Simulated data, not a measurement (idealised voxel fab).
Module name: voxel self aligned contacts (process module)
Square cell edge 5 nm, section width 250 nm, ID cut.
Each cross-section below is a grid of square cells, stated as bands in top-down order, with one or more rows of cells making up each band.
In this notation a band is specified by the heights of its top and bottom, in that order and in nm, after which its materials appear from left to right, each paired with its width in nm. The word "throughout" attached to a single material means that material fills the band from edge to edge; the word "blank" stands for empty space.
Counting heights begins at 0, where everything beneath is, in the wafer as received, one material. The lowest band has no bottom; it goes on downwards, as "0..down" shows.
Think of "30 to 40" as a width that walks from the first number to the second as you go down the band, top row to bottom row, taking equal-sized steps from row to row.
"remains unaltered" after a step means that no cell of the cross-section changed.
If an empty space has no open way to the top and is at least 8 cells in size, "Internal closed voids" lists it, written width x height at distance, where distance is measured from the left edge and every value is in nm.
If you see something after the settings on a step's line, that's the simulator's own remark about that step.
"overlay nm" on a masked step: distance the mask lay right of its planned place, negative for left.
## Intended process steps
1: op RECEIVE | material Si
2: op OXIDIZE | depth nm 5
3: op DIRECTIONAL_DEP | material polySi | thk nm 30
4: op DIRECTIONAL_DEP | material SiN | thk nm 20
5: op PATTERN | tone cover | mask id GATE | material resist | width nm 25 | pitch nm 60 | thk nm 15 | overlay nm -15
6: op DIRECTIONAL_ETCH | etch materials SiN | depth nm 20
7: op DIRECTIONAL_ETCH | etch materials polySi | depth nm 30
8: op STRIP | etch materials resist
9: op CONFORMAL_DEP | material SiN | thk nm 10
10: op DIRECTIONAL_ETCH | etch materials SiN | depth nm 10
11: op FILL_DEP | material SiO2 | thk nm 10
12: op CMP | height nm 55
13: op DIRECTIONAL_DEP | material aC | thk nm 15
14: op PATTERN | tone open | mask id CONTACT | material resist | width nm 45 | thk nm 35 | overlay nm 0
15: op DIRECTIONAL_ETCH | etch materials aC | depth nm 15
16: op STRIP | etch materials resist
17: op DIRECTIONAL_ETCH | etch materials SiO2 | depth nm 60
18: op STRIP | etch materials aC
19: op CONFORMAL_DEP | material TiN | thk nm 5
20: op FILL_DEP | material W | thk nm 10
21: op CMP | height nm 55
22: op CONFORMAL_DEP | material SiCN | thk nm 5
The wafers in this document start out alike and differ in the overlay nm applied at step 5; the plan shows the value used for the first wafer.
## Cross-section: the first of several wafers in its as-received state, i.e. following step 1
- 0..down: Si throughout
- Internal closed voids: none
## The figure below presents a cross-section of the first of several wafers at the conclusion of the module, following its last step, step 22
- 60..55: SiCN throughout
- 55..50: 100 SiO2, then 5 TiN, then 5 W, then 35 TiN, then 105 SiO2
- 50..30: 55 SiO2, then 45 SiN, then 5 TiN, then 5 W, then 5 TiN, then 45 SiN, then 90 SiO2
- 30..0: 55 SiO2, then 10 SiN, then 25 polySi, then 10 SiN, then 5 TiN, then 5 W, then 5 TiN, then 10 SiN, then 25 polySi, then 10 SiN, then 90 SiO2
- 0..-5: 100 SiO2, then 15 TiN, then 135 SiO2
- -5..down: Si throughout
- Internal closed voids: none
## Sectional view of the last wafer upon completion of the module
- 60..55: SiCN throughout
- 55..50: 100 SiO2, then 35 TiN, then 5 W, then 5 TiN, then 105 SiO2
- 50..30: 85 SiO2, then 45 SiN, then 5 TiN, then 5 W, then 5 TiN, then 45 SiN, then 60 SiO2
- 30..0: 85 SiO2, then 10 SiN, then 25 polySi, then 10 SiN, then 5 TiN, then 5 W, then 5 TiN, then 10 SiN, then 25 polySi, then 10 SiN, then 60 SiO2
- 0..-5: 130 SiO2, then 15 TiN, then 105 SiO2
- -5..down: Si throughout
- Internal closed voids: none
## Below is a per-wafer table. In it, each row describes the wafer at the end of the module by giving, for each material, the number of cells gained (+) or lost (-) since the wafer was received, and after that the closed voids of the wafer
overlay nm -15, -50 Si, +50 SiCN, +120 SiN, +378 SiO2, +31 TiN, +11 W, +60 polySi, Internal closed voids: none
overlay nm -10, -50 Si, +50 SiCN, +120 SiN, +378 SiO2, +31 TiN, +11 W, +60 polySi, Internal closed voids: none
overlay nm -5, -50 Si, +50 SiCN, +120 SiN, +378 SiO2, +31 TiN, +11 W, +60 polySi, Internal closed voids: none
overlay nm 0, -50 Si, +50 SiCN, +120 SiN, +378 SiO2, +31 TiN, +11 W, +60 polySi, Internal closed voids: none
overlay nm 5, -50 Si, +50 SiCN, +120 SiN, +378 SiO2, +31 TiN, +11 W, +60 polySi, Internal closed voids: none
overlay nm 10, -50 Si, +50 SiCN, +120 SiN, +378 SiO2, +31 TiN, +11 W, +60 polySi, Internal closed voids: none
overlay nm 15, -50 Si, +50 SiCN, +120 SiN, +378 SiO2, +31 TiN, +11 W, +60 polySi, Internal closed voids: none
